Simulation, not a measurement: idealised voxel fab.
This section sets out a process module, namely voxel ribs on slabs.
FYI the section here is cut, 235 nm wide, cells are 5 nm squares.
Cross-section format: a grid of square cells, given as bands from top to bottom; each band is one or more rows of cells.
Within each band entry, the heights of the top and of the bottom of the band appear first, in that order and in nm; the materials of the band then follow from left to right, each with its corresponding width in nm. The designation "all across" on a single material indicates that it fills the band from edge to edge; the designation "empty" indicates empty space.
Height datum 0, below which the as-received substrate wafer is one material. Lowest band open at the bottom, running downward: "top 0, no bottom".
Width: "30->40" (first number = top row, second number = bottom row, same change from row to row of cells).
It should be understood that the words "nothing got changed", when stated for a given step, signify that the cross-section underwent no change in any of its cells during that step.
In the "Enclosed internal voids" entry, you get each enclosed empty space of 8 cells or more, one with no open way to the top, written width x height at distance, distance from the left edge, in nm.
Whatever follows a step's settings on its line is a remark the simulator itself makes about that step.
For masked steps, "overlay nm" on the step line gives how far right of plan the mask actually lay; a minus sign means it lay to the left.

These are the steps we planned for the process:
1) RECEIVE [material Si]
2) DIRECTIONAL_DEP [material SiO2] [thk nm 25]
3) DIRECTIONAL_DEP [material polySi] [thk nm 25]
4) DIRECTIONAL_DEP [material aC] [thk nm 15]
5) PATTERN [tone cover] [mask id RIB] [material resist] [width nm 20] [thk nm 30] [overlay nm 0]
6) DIRECTIONAL_ETCH [etch materials aC] [depth nm 15]
7) STRIP [etch materials resist]
8) DIRECTIONAL_ETCH [etch materials polySi] [depth nm 15]
9) STRIP [etch materials aC]
10) PATTERN [tone cover] [mask id SLAB] [material resist] [width nm 60] [thk nm 20] [overlay nm 0]
11) DIRECTIONAL_ETCH [etch materials polySi] [depth nm 10]
12) STRIP [etch materials resist]
13) FILL_DEP [material SiO2] [thk nm 20]
14) CMP [height nm 65]
15) DIRECTIONAL_DEP [material W] [thk nm 10]
16) MASKED_ETCH [tone cover] [mask id HEATER] [width nm 30] [etch materials W] [depth nm 10] [overlay nm 0]
17) CONFORMAL_DEP [material SiN] [thk nm 10]

The first of a set of two wafers, run to plan:

Cross-section of the wafer as it came to us, i.e., already through step 1:
top 0, no bottom | Si all across
Enclosed internal voids: none

Wafer section view after processing step 2:
top 25, bottom 0 | SiO2 all across
At heights below 0, the structure remains unaltered.

Wafer section view after processing step 3:
top 50, bottom 25 | polySi all across
At heights below 25, the structure remains unaltered.

Wafer section view after processing step 4:
top 65, bottom 50 | aC all across
At heights below 50, the structure remains unaltered.

Wafer section view after processing step 5:
top 95, bottom 65 | 105 of empty / 20 of resist / 110 of empty
At heights below 65, the structure remains unaltered.

Wafer section view after processing step 6:
top 80, bottom 65 | 105 of empty / 20 of resist / 110 of empty
top 65, bottom 50 | 105 of empty / 20 of aC / 110 of empty
At heights below 50, the structure remains unaltered.

Wafer section view after processing step 7:
top 65, bottom 50 | 105 of empty / 20 of aC / 110 of empty
At heights below 50, the structure remains unaltered.

Wafer section view after processing step 8:
top 65, bottom 50 | 105 of empty / 20 of aC / 110 of empty
top 50, bottom 35 | 105 of empty / 20 of polySi / 110 of empty
At heights below 35, the structure remains unaltered.

Wafer section view after processing step 9:
top 50, bottom 35 | 105 of empty / 20 of polySi / 110 of empty
At heights below 35, the structure remains unaltered.

Wafer section view after processing step 10:
top 70, bottom 50 | 85 of empty / 60 of resist / 90 of empty
top 50, bottom 35 | 85 of empty / 20 of resist / 20 of polySi / 20 of resist / 90 of empty
At heights below 35, the structure remains unaltered.

Wafer section view after processing step 11:
top 70, bottom 50 | 85 of empty / 60 of resist / 90 of empty
top 50, bottom 35 | 85 of empty / 20 of resist / 20 of polySi / 20 of resist / 90 of empty
top 35, bottom 25 | 85 of empty / 60 of polySi / 90 of empty
At heights below 25, the structure remains unaltered.

Wafer section view after processing step 12:
top 50, bottom 35 | 105 of empty / 20 of polySi / 110 of empty
At heights below 35, the structure remains unaltered.

Wafer section view after processing step 13:
top 70, bottom 50 | SiO2 all across
top 50, bottom 35 | 105 of SiO2 / 20 of polySi / 110 of SiO2
top 35, bottom 25 | 85 of SiO2 / 60 of polySi / 90 of SiO2
At heights below 25, the structure remains unaltered.

Wafer section view after processing step 14:
top 65, bottom 50 | SiO2 all across
At heights below 50, the structure remains unaltered.

Wafer section view after processing step 15:
top 75, bottom 65 | W all across
At heights below 65, the structure remains unaltered.

Wafer section view after processing step 16:
top 75, bottom 65 | 100 of empty / 30 of W / 105 of empty
At heights below 65, the structure remains unaltered.

Wafer section view after processing step 17:
top 85, bottom 75 | 90 of empty / 50 of SiN / 95 of empty
top 75, bottom 65 | 100 of SiN / 30 of W / 105 of SiN
At heights below 65, the structure remains unaltered.

Second wafer, same starting conditions and recipe as the first, one mistake in executing it, nothing differs from the first up to and including step 15:

Second wafer, sectioned view, at step 16's planned end time:
top 75, bottom 65 | 100 of W / 30 of empty / 105 of W
At heights below 65, the structure remains unaltered.

Second wafer, sectioned view, at step 17's planned end time:
top 85, bottom 75 | 110 of SiN / 10 of empty / 115 of SiN
top 75, bottom 65 | 100 of W / 30 of SiN / 105 of W
At heights below 65, the structure remains unaltered.
Diagnosis: contrary to plan, step 16 was performed as MASKED_ETCH [tone open] [mask id HEATER] [width nm 30] [etch materials W] [depth nm 10] [overlay nm 0]
Final difference in cells, second wafer against first, listed per material as more or fewer: 70 more of W
